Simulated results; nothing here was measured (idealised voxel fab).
Process module name: voxel self aligned contacts
We display cut, a cross-section 175 nm in width whose square cells are each 5 nm.
When this document writes out a cross-section, it uses a grid of square cells and lists it as bands, beginning at the top and moving down, with a band standing for one or more rows of cells.
Basically the band line says how high the top is and how high the bottom is, in nm, and then what's in it from left to right, every material with its width in nm. Empty space shows up as "blank", and if a single material carries "throughout" it runs the full band edge to edge.
Height 0 is the level under which the wafer as received is all one material. The lowest band goes on downwards, as in "0 down".
It should be noted that a width expressed as "30..40" varies in equal increments from row to row of cells within the band, taking the value of the first number at the top row and that of the second number at the bottom row.
Step note "nothing got changed" = no cross-section cell changed.
This entry, "Closed void list", enumerates those empty regions of no fewer than 8 cells that possess no open connection to the top. Each region is reported in the form width x height at distance, the distance being taken from the left edge, with all three quantities expressed in nm.
Text after the settings on a step's line: the simulator's own remark on that step.
A step's line can hold "overlay nm"; with a mask on that step, the setting says how far right of the planned place the mask lay, while a negative setting says it lay to the left.
[Intended process steps]
1) RECEIVE | material Si
2) CONFORMAL_DEP | material SiO2 | thk nm 5
3) DIRECTIONAL_DEP | material polySi | thk nm 25
4) DIRECTIONAL_DEP | material SiN | thk nm 15
5) DIRECTIONAL_DEP | material aC | thk nm 10
6) PATTERN | tone cover | mask id GATE | material resist | width nm 30 | pitch nm 60 | thk nm 30 | overlay nm 0
7) DIRECTIONAL_ETCH | etch materials aC | depth nm 10
8) STRIP | etch materials resist
9) DIRECTIONAL_ETCH | etch materials SiN | depth nm 15
10) DIRECTIONAL_ETCH | etch materials polySi | depth nm 25
11) STRIP | etch materials aC
12) CONFORMAL_DEP | material SiN | thk nm 5
13) DIRECTIONAL_ETCH | etch materials SiN | depth nm 5
14) FILL_DEP | material SiO2 | thk nm 15
15) CMP | height nm 55
16) DIRECTIONAL_DEP | material aC | thk nm 10
17) PATTERN | tone open | mask id CONTACT | material resist | width nm 40 | thk nm 30 | overlay nm 0
18) DIRECTIONAL_ETCH | etch materials aC | depth nm 10
19) STRIP | etch materials resist
20) DIRECTIONAL_ETCH | etch materials SiO2 | depth nm 55
21) STRIP | etch materials aC
22) CONFORMAL_DEP | material TiN | thk nm 5
23) FILL_DEP | material Ru | thk nm 5
24) CMP | height nm 55
25) CONFORMAL_DEP | material SiCN | thk nm 5
[The cross-section here shows the wafer as received, i.e. in its state after step 1]
> 0 down  Si throughout
> Closed void list: none
[first wafer at the end, as planned]
> 60 to 55  SiCN throughout
> 55 to 45  SiO2 (65); TiN (5..15); Ru (30..10); TiN (5..15); SiO2 (70)
> 45 to 30  SiO2 (35); SiN (40); TiN (5); Ru (10); TiN (5); SiN (40); SiO2 (40)
> 30 to 5  SiO2 (35); SiN (5); polySi (30); SiN (5); TiN (5); Ru (10); TiN (5); SiN (5); polySi (30); SiN (5); SiO2 (40)
> 5 to 0  SiO2 (75); TiN (20); SiO2 (80)
> 0 down  Si throughout
> Closed void list: none
[This cross-section belongs to the second wafer of two at the end of the module; the start and the plan were shared with the first, and the run included one mistake]
> 60 to 55  SiCN throughout
> 55 to 50  SiO2 (35); SiN (40); TiN (5); Ru (10); TiN (5); SiN (40); SiO2 (40)
> 50 to 45  SiO2 (35); SiN (40); TiN (20); SiN (40); SiO2 (40)
> 45 to 30  SiN throughout
> 30 to 5  polySi throughout
> 5 to 0  SiO2 throughout
> 0 down  Si throughout
> Closed void list: none
Deviation from plan: execution of plan step 4 occurred twice
Count the cells at the end and the second wafer has more or fewer of some materials than the first: -22 Ru, +69 SiN, -140 SiO2, -22 TiN, +115 polySi
